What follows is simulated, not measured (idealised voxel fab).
The document below concerns the process module designated voxel ribs on slabs.
FYI the section here is cut, 230 nm wide, cells are 5 nm squares.
Cross-section spec: square-cell grid; bands listed top down; each band is one or more rows.
Top, bottom (nm), then materials left to right with widths (nm); lone material tagged "full width" fills the whole band edge to edge; "air" = empty space.
Height is counted from the level 0, under which the received wafer is composed throughout of one material. The lowest of the bands is not closed at the bottom but continues downward, in the notation "z 0 and below".
A width such as "30->40" changes by the same amount from each row of cells to the next, from the band's top row to its bottom row.
No cell of the cross-section changed in a step that is given as "nothing different".
Entry "Sealed void inventory" = empty spaces >= 8 cells with no open way to the top; each as width x height at distance, distance from left edge, all nm.
Formally, on a step line, whatever follows the settings is a remark that the simulator itself makes on the step.
"overlay nm" answers the question of how far to the right of plan the mask lay on a step that has a mask, and when it is negative the answer is to the left.

### This section lists the process steps that were planned
1: RECEIVE: material Si
2: DIRECTIONAL_DEP: material SiO2, thk nm 30
3: DIRECTIONAL_DEP: material SiN, thk nm 25
4: DIRECTIONAL_DEP: material aC, thk nm 10
5: PATTERN: tone cover, mask id RIB, material resist, width nm 25, thk nm 25, overlay nm 0
6: DIRECTIONAL_ETCH: etch materials aC, depth nm 10
7: STRIP: etch materials resist
8: DIRECTIONAL_ETCH: etch materials SiN, depth nm 10
9: STRIP: etch materials aC
10: DIRECTIONAL_DEP: material aC, thk nm 15
11: PATTERN: tone cover, mask id SLAB, material resist, width nm 85, thk nm 30, overlay nm 0
12: DIRECTIONAL_ETCH: etch materials aC, depth nm 15
13: STRIP: etch materials resist
14: DIRECTIONAL_ETCH: etch materials SiN, depth nm 15
15: STRIP: etch materials aC
16: FILL_DEP: material SiO2, thk nm 15
17: CMP: height nm 65
18: DIRECTIONAL_DEP: material TiN, thk nm 5
19: PATTERN: tone cover, mask id HEATER, material resist, width nm 35, thk nm 20, overlay nm 0
20: DIRECTIONAL_ETCH: etch materials TiN, depth nm 5
21: STRIP: etch materials resist
22: CONFORMAL_DEP: material SiN, thk nm 10

### Incoming wafer in cross-section (state: after step 1)
* z 0 and below = Si full width
* Sealed void inventory: none

### First wafer of two, sectioned at end of module; run went per plan
* z 80 to 75 = air 85 | SiN 55 | air 90
* z 75 to 70 = SiN full width
* z 70 to 65 = SiN 95 | TiN 35 | SiN 100
* z 65 to 55 = SiO2 full width
* z 55 to 45 = SiO2 100 | SiN 25 | SiO2 105
* z 45 to 30 = SiO2 70 | SiN 85 | SiO2 75
* z 30 to 0 = SiO2 full width
* z 0 and below = Si full width
* Sealed void inventory: none

### Cross-section at end of module for the second wafer of two, which matched the first in starting point and plan and differed by one mistake in its processing
* z 80 to 75 = air 85 | SiN 55 | air 90
* z 75 to 70 = SiN full width
* z 70 to 65 = SiN 95 | TiN 35 | SiN 100
* z 65 to 60 = SiO2 70 | SiN 85 | SiO2 75
* z 60 to 0 = SiO2 full width
* z 0 and below = Si full width
* Sealed void inventory: none
Diagnosis: step 2 was run twice
End check, counted in cells, second wafer has more or fewer of these materials than the first: SiN -44, SiO2 +44
